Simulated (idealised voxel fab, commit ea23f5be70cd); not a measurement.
Process module name: voxel double patterning
Section shown: cut. Width: 215 nm. Cell size: 5 nm, square.
Notation: cross-section as square-cell grid; stated in bands, top first, going down; one or more cell rows per band. A band entry consists of two parts. The first gives the height of the band's top and the height of its bottom, in nm. The rest lists the band's materials from left to right, each with its width in nm. A single material labelled with the word "everywhere" fills the band from edge to edge, and the word "blank" marks empty space. Heads up on the height convention: 0 is the point under which the incoming wafer is all one material, and the lowest band has no bottom, it just keeps going down, like "0..down". It should be noted that a width expressed as "30..40" varies in equal increments from row to row of cells within the band, taking the value of the first number at the top row and that of the second number at the bottom row. For the purposes of this document, the phrase "nothing altered" attached to a step denotes that no cell within the cross-section was modified by that step. The entry titled "Closed cavity list" provides the empty spaces that have no open way to the top, restricted to those of 8 cells or more. Each is presented as width x height at distance, the distance being measured from the left edge, with all three in nm. On each step's line, the part that comes after the settings is the simulator's own comment on the step. overlay nm: on a step with a mask, how far right of its planned place the mask lay; negative means left.

### The steps planned for the process are as follows
1) op RECEIVE | material Si
2) op CONFORMAL_DEP | material SiO2 | thk nm 10
3) op DIRECTIONAL_DEP | material polySi | thk nm 10
4) op DIRECTIONAL_DEP | material SiCN | thk nm 5
5) op PATTERN | tone open | mask id FIRST | material resist | width nm 15 | pitch nm 50 | thk nm 15 | overlay nm 0
6) op DIRECTIONAL_ETCH | etch materials SiCN | depth nm 5
7) op STRIP | etch materials resist
8) op PATTERN | tone open | mask id SECOND | material resist | width nm 15 | thk nm 20 | overlay nm 0
9) op DIRECTIONAL_ETCH | etch materials SiCN | depth nm 5
10) op STRIP | etch materials resist
11) op DIRECTIONAL_ETCH | etch materials polySi | depth nm 10
12) op STRIP | etch materials SiCN

### The first wafer of two, processed as planned

### Cross-section of the wafer at receipt, which is the condition after step 1
	0..down | Si everywhere
	Closed cavity list: none

### Wafer section view after processing step 2
	10..0 | SiO2 everywhere
	Everything under 0 stays put, no change at all.

### Wafer section view after processing step 3
	20..10 | polySi everywhere
	Everything under 10 stays put, no change at all.

### Wafer section view after processing step 4
	25..20 | SiCN everywhere
	Everything under 20 stays put, no change at all.

### Wafer section view after processing step 5
	40..25 | 75 nm resist, 15 nm blank, 35 nm resist, 15 nm blank, 75 nm resist
	Everything under 25 stays put, no change at all.

### Wafer section view after processing step 6
	40..25 | 75 nm resist, 15 nm blank, 35 nm resist, 15 nm blank, 75 nm resist
	25..20 | 75 nm SiCN, 15 nm blank, 35 nm SiCN, 15 nm blank, 75 nm SiCN
	Everything under 20 stays put, no change at all.

### Wafer section view after processing step 7
	25..20 | 75 nm SiCN, 15 nm blank, 35 nm SiCN, 15 nm blank, 75 nm SiCN
	Everything under 20 stays put, no change at all.

### Wafer section view after processing step 8
	45..25 | 100 nm resist, 15 nm blank, 100 nm resist
	25..20 | 75 nm SiCN, 15 nm resist, 35 nm SiCN, 15 nm resist, 75 nm SiCN
	Everything under 20 stays put, no change at all.

### Wafer section view after processing step 9
	45..25 | 100 nm resist, 15 nm blank, 100 nm resist
	25..20 | 75 nm SiCN, 15 nm resist, 10 nm SiCN, 15 nm blank, 10 nm SiCN, 15 nm resist, 75 nm SiCN
	Everything under 20 stays put, no change at all.

### Wafer section view after processing step 10
	25..20 | 75 nm SiCN, 15 nm blank, 10 nm SiCN, 15 nm blank, 10 nm SiCN, 15 nm blank, 75 nm SiCN
	Everything under 20 stays put, no change at all.

### Wafer section view after processing step 11
	25..20 | 75 nm SiCN, 15 nm blank, 10 nm SiCN, 15 nm blank, 10 nm SiCN, 15 nm blank, 75 nm SiCN
	20..10 | 75 nm polySi, 15 nm blank, 10 nm polySi, 15 nm blank, 10 nm polySi, 15 nm blank, 75 nm polySi
	Everything under 10 stays put, no change at all.

### Wafer section view after processing step 12
	20..10 | 75 nm polySi, 15 nm blank, 10 nm polySi, 15 nm blank, 10 nm polySi, 15 nm blank, 75 nm polySi
	Everything under 10 stays put, no change at all.

### Wafer two. Identical start, identical plan. One mistake in execution. Identical history through step 3

### At the planned end of step 4, the second wafer in cross-section
	25..10 | polySi everywhere
	Everything under 10 stays put, no change at all.

### At the planned end of step 5, the second wafer in cross-section
	40..25 | 75 nm resist, 15 nm blank, 35 nm resist, 15 nm blank, 75 nm resist
	Everything under 25 stays put, no change at all.

At the planned end of step 6, the second wafer in cross-section: nothing altered

### At the planned end of step 7, the second wafer in cross-section
	25..10 | polySi everywhere
	Everything under 10 stays put, no change at all.

### At the planned end of step 8, the second wafer in cross-section
	45..25 | 100 nm resist, 15 nm blank, 100 nm resist
	Everything under 25 stays put, no change at all.

At the planned end of step 9, the second wafer in cross-section: nothing altered

### At the planned end of step 10, the second wafer in cross-section
	25..10 | polySi everywhere
	Everything under 10 stays put, no change at all.

### At the planned end of step 11, the second wafer in cross-section
	15..10 | polySi everywhere
	Everything under 10 stays put, no change at all.

At the planned end of step 12, the second wafer in cross-section: nothing altered
Short version of what went wrong: step 4 was not run as planned; what actually ran was op DIRECTIONAL_DEP | material polySi | thk nm 5
Wafer comparison, final, in cells, second relative to first, materials more or fewer: 25 fewer of polySi
